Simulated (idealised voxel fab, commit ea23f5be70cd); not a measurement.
process module | voxel wiring stack
Square cells of 5 nm make up the cross-section cut, whose width is 285 nm.
Cross-section layout: square cells on a grid; listed as bands, top to bottom; a band spans one or more cell rows.
Top, bottom (nm), then materials left to right with widths (nm); lone material tagged "throughout" fills the whole band edge to edge; "blank" = empty space.
Heights from 0 (as-received wafer is one material below). Bottom band endless downward, as "0 -> down".
Quick explanation for "30 to 40": the width changes in equal steps down the rows of cells, from the first number in the band's top row to the second number in its bottom row.
Step note "no change occurred" = no cross-section cell changed.
The list in "Listed closed voids" covers empty spaces of 8 cells or more that cannot reach the top through any open way, and it gives each as width x height at distance; the distance is from the left edge, and width, height and distance are in nm.
Text after the settings on a step's line: the simulator's own remark on that step.
Steps that use a mask can have "overlay nm" on their line. It says how far the mask sat to the right of where it was meant to be. Negative means to the left.
## So here's the lineup of process steps we planned
1. RECEIVE: material Si
2. CONFORMAL_DEP: material SiO2, thk nm 15
3. CONFORMAL_DEP: material SiCN, thk nm 5
4. DIRECTIONAL_DEP: material SiO2, thk nm 25
5. PATTERN: tone open, mask id METAL_1, material resist, width nm 25, pitch nm 45, thk nm 20, overlay nm 0
6. DIRECTIONAL_ETCH: etch materials SiO2, depth nm 25
7. DIRECTIONAL_ETCH: etch materials SiCN, depth nm 5
8. STRIP: etch materials resist
9. CONFORMAL_DEP: material TiN, thk nm 5
10. FILL_DEP: material Cu, thk nm 10
11. CMP: height nm 45
12. CONFORMAL_DEP: material SiCN, thk nm 5
13. DIRECTIONAL_DEP: material lowk, thk nm 35
14. PATTERN: tone open, mask id METAL_2, material resist, width nm 25, pitch nm 45, thk nm 15, overlay nm 0
15. DIRECTIONAL_ETCH: etch materials lowk, depth nm 20
16. STRIP: etch materials resist
17. MASKED_ETCH: tone open, mask id METAL_2_HOLES, width nm 15, etch materials lowk, depth nm 15, overlay nm 0
18. MASKED_ETCH: tone open, mask id METAL_2_HOLES, width nm 15, etch materials SiCN, depth nm 5, overlay nm 0
19. CONFORMAL_DEP: material TiN, thk nm 5
20. FILL_DEP: material Ru, thk nm 10
21. CMP: height nm 85
22. CONFORMAL_DEP: material SiN, thk nm 5
## Here's what the wafer looked like in cross-section when it arrived - that's after step 1
  0 -> down  Si throughout
  Listed closed voids: none
## Same starting wafer, same plan as above, one mistake in the execution; this is the cross-section at the end of the module
  90 -> 85  lowk throughout
  85 -> 70  lowk=105; TiN=5; Ru=15; TiN=5; lowk=20; TiN=5; Ru=15; TiN=5; lowk=110
  70 -> 65  lowk=105; TiN=5; Ru=5; TiN=15; lowk=20; TiN=25; lowk=110
  65 -> 50  lowk=105; TiN=5; Ru=5; TiN=5; lowk=165
  50 -> 45  SiCN=105; TiN=15; SiCN=165
  45 -> 20  SiO2=105; TiN=5; Cu=15; TiN=5; SiO2=20; TiN=5; Cu=15; TiN=5; SiO2=110
  20 -> 15  SiCN=105; TiN=25; SiCN=20; TiN=25; SiCN=110
  15 -> 0  SiO2 throughout
  0 -> down  Si throughout
  Listed closed voids: none
Deviation noted in wafer processing: step 22 did not happen as planned, as run it was CONFORMAL_DEP: material lowk, thk nm 5
